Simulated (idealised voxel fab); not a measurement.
This is a process module. Its name is voxel self aligned vias.
Section cut is 170 nm wide and gridded with 5 nm square cells.
A cross-section is written here as square cells arranged in a grid, and it is given in bands from the top down, each band taking up one or more rows of cells. Within each band entry, the heights of the top and of the bottom of the band appear first, in that order and in nm; the materials of the band then follow from left to right, each with its corresponding width in nm. The designation "full width" on a single material indicates that it fills the band from edge to edge; the designation "empty" indicates empty space. The level at which height equals 0 is the one under which the wafer, as it arrives, is entirely one material. No lower edge exists for the bottom band, which continues downward and is notated as in "0 down". You'd read "30->40" like this: the band's top row of cells is as wide as the first number, its bottom row is as wide as the second, and going down, every row changes width by the same amount as the row before did. Key: "all unchanged" - step with no changed cell in the cross-section. Enclosed voids (no open way to top), threshold 8 cells or more, entry "Fully closed voids", notation width x height at distance, distance from left edge, nm. It should be noted that, on the line of a given step, the content following the step's settings is a remark produced by the simulator itself with respect to that step. overlay nm: on a step with a mask, how far right of its planned place the mask lay; negative means left.
Steps planned for the process:
1 RECEIVE | material Si
2 CONFORMAL_DEP | material SiO2 | thk nm 10
3 CONFORMAL_DEP | material SiCN | thk nm 5
4 DIRECTIONAL_DEP | material SiO2 | thk nm 30
5 DIRECTIONAL_DEP | material aC | thk nm 10
6 PATTERN | tone open | mask id LINES | material resist | width nm 20 | pitch nm 45 | thk nm 25 | overlay nm 0
7 DIRECTIONAL_ETCH | etch materials aC | depth nm 10
8 STRIP | etch materials resist
9 DIRECTIONAL_ETCH | etch materials SiO2 | depth nm 30
10 STRIP | etch materials aC
11 CONFORMAL_DEP | material TiN | thk nm 5
12 FILL_DEP | material W | thk nm 10
13 CMP | height nm 45
14 SELECTIVE_ETCH | etch materials W Ru TiN | depth nm 10
15 FILL_DEP | material SiN | thk nm 10
16 CMP | height nm 45
17 DIRECTIONAL_DEP | material SiO2 | thk nm 15
18 PATTERN | tone open | mask id VIAS | material resist | width nm 20 | pitch nm 45 | thk nm 15 | overlay nm 0
19 DIRECTIONAL_ETCH | etch materials SiO2 | depth nm 15
20 DIRECTIONAL_ETCH | etch materials SiN | depth nm 10
21 STRIP | etch materials resist
22 CONFORMAL_DEP | material TiN | thk nm 5
23 FILL_DEP | material W | thk nm 5
24 CMP | height nm 60
25 CONFORMAL_DEP | material SiCN | thk nm 5
Across this set of wafers, the varied parameter is the width nm of step 18. Starting conditions are identical for every wafer, and the plan reports the value assigned to the first wafer.
Cross-section of the first of several wafers as received (after step 1):
- 0 down = Si full width
- Fully closed voids: none
The first of several wafers, seen in cross-section after the module's last step, step 25:
- 65 to 60 = SiCN full width
- 60 to 40 = SiO2 (50); TiN (5); W (10); TiN (5); SiO2 (25); TiN (5); W (10); TiN (5); SiO2 (55)
- 40 to 35 = SiO2 (50); TiN (20); SiO2 (25); TiN (20); SiO2 (55)
- 35 to 20 = SiO2 (50); TiN (5); W (10); TiN (5); SiO2 (25); TiN (5); W (10); TiN (5); SiO2 (55)
- 20 to 15 = SiO2 (50); TiN (20); SiO2 (25); TiN (20); SiO2 (55)
- 15 to 10 = SiCN full width
- 10 to 0 = SiO2 full width
- 0 down = Si full width
- Fully closed voids: none
Last wafer at the end:
- 65 to 60 = SiCN full width
- 60 to 50 = SiO2 (45); TiN (5); W (20); TiN (5); SiO2 (15); TiN (5); W (20); TiN (5); SiO2 (50)
- 50 to 40 = SiO2 (45->50); TiN (10->5); W (10); TiN (10->5); SiO2 (15->25); TiN (10->5); W (10); TiN (10->5); SiO2 (50->55)
- 40 to 35 = SiO2 (50); TiN (20); SiO2 (25); TiN (20); SiO2 (55)
- 35 to 20 = SiO2 (50); TiN (5); W (10); TiN (5); SiO2 (25); TiN (5); W (10); TiN (5); SiO2 (55)
- 20 to 15 = SiO2 (50); TiN (20); SiO2 (25); TiN (20); SiO2 (55)
- 15 to 10 = SiCN full width
- 10 to 0 = SiO2 full width
- 0 down = Si full width
- Fully closed voids: none
Per wafer, end of module: cells gained (+) or lost (-) per material since receipt, then closed voids:
width nm 20; +68 SiCN; +302 SiO2; +44 TiN; +28 W; Fully closed voids: none
width nm 25; +68 SiCN; +296 SiO2; +46 TiN; +32 W; Fully closed voids: none
width nm 30; +68 SiCN; +290 SiO2; +48 TiN; +36 W; Fully closed voids: none
